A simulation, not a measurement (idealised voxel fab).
This is a process module. Its name is voxel spacer lines.
cross-section cut | 200 nm wide | cells 5 nm
Format of a cross-section: grid, square cells. Given as bands. Order: top down. Band: one or more rows of cells. It is stipulated that each band's entry specify, in nanometres, the height of the top of the band and then that of its bottom, followed by the materials of the band in left-to-right sequence, each together with its width in nanometres. A single material marked by the word "all across" is understood to fill the band from edge to edge; the word "blank" is understood to denote empty space. Basically, 0 is our baseline, since under it the wafer straight out of the box is all one material. The bottom band has no lower end and keeps on going down, so it looks like "top 0, no bottom". A width given as "30..40" starts at the first number in the band's top row and ends at the second number in its bottom row, shifting by an equal amount at every step from row to row. A step reported as "everything unchanged" is a step in which no cell of the cross-section changed. "Enclosed internal cavities" specifies each empty space that is not open to the top and that occupies no fewer than 8 cells, using the form width x height at distance, the distance measured from the left edge and all three quantities in nm. Where a step's line continues beyond its settings, the continuation is a remark by the simulator itself on that step. overlay nm: mask right of planned place by this much (step with mask). Neg. = left.

**Set out below are the planned steps of the process**
1,RECEIVE (material Si)
2,CONFORMAL_DEP (material Al2O3; thk nm 5)
3,DIRECTIONAL_DEP (material TiN; thk nm 20)
4,DIRECTIONAL_DEP (material polySi; thk nm 20)
5,PATTERN (tone cover; mask id MANDREL; material resist; width nm 20; pitch nm 70; thk nm 25; overlay nm 0)
6,DIRECTIONAL_ETCH (etch materials polySi; depth nm 20)
7,STRIP (etch materials resist)
8,CONFORMAL_DEP (material SiO2; thk nm 15)
9,DIRECTIONAL_ETCH (etch materials SiO2; depth nm 15)
10,STRIP (etch materials polySi)
11,DIRECTIONAL_ETCH (etch materials TiN; depth nm 20)
12,STRIP (etch materials SiO2)

**Cross-section of the wafer upon arrival, representing the state reached after step 1**
* top 0, no bottom = Si all across
* Enclosed internal cavities: none

**End-of-module cross-section of the first of two wafers, processed as planned**
* top 25, bottom 5 = 40 nm blank, then 15 nm TiN, then 20 nm blank, then 15 nm TiN, then 20 nm blank, then 15 nm TiN, then 20 nm blank, then 15 nm TiN, then 40 nm blank
* top 5, bottom 0 = Al2O3 all across
* top 0, no bottom = Si all across
* Enclosed internal cavities: none

**Cross-sectional view: second of two wafers, end of module; start and plan identical to the first, one mistake in running**
* top 45, bottom 25 = Al2O3 all across
* top 25, bottom 5 = TiN all across
* top 5, bottom 0 = Al2O3 all across
* top 0, no bottom = Si all across
* Enclosed internal cavities: none
Deviation from plan: step 4 off recipe, ran as DIRECTIONAL_DEP (material Al2O3; thk nm 20)
Wrapping up, a cell-based count of both wafers puts the second over or under the first for these materials: Al2O3: 160 more; TiN: 112 more
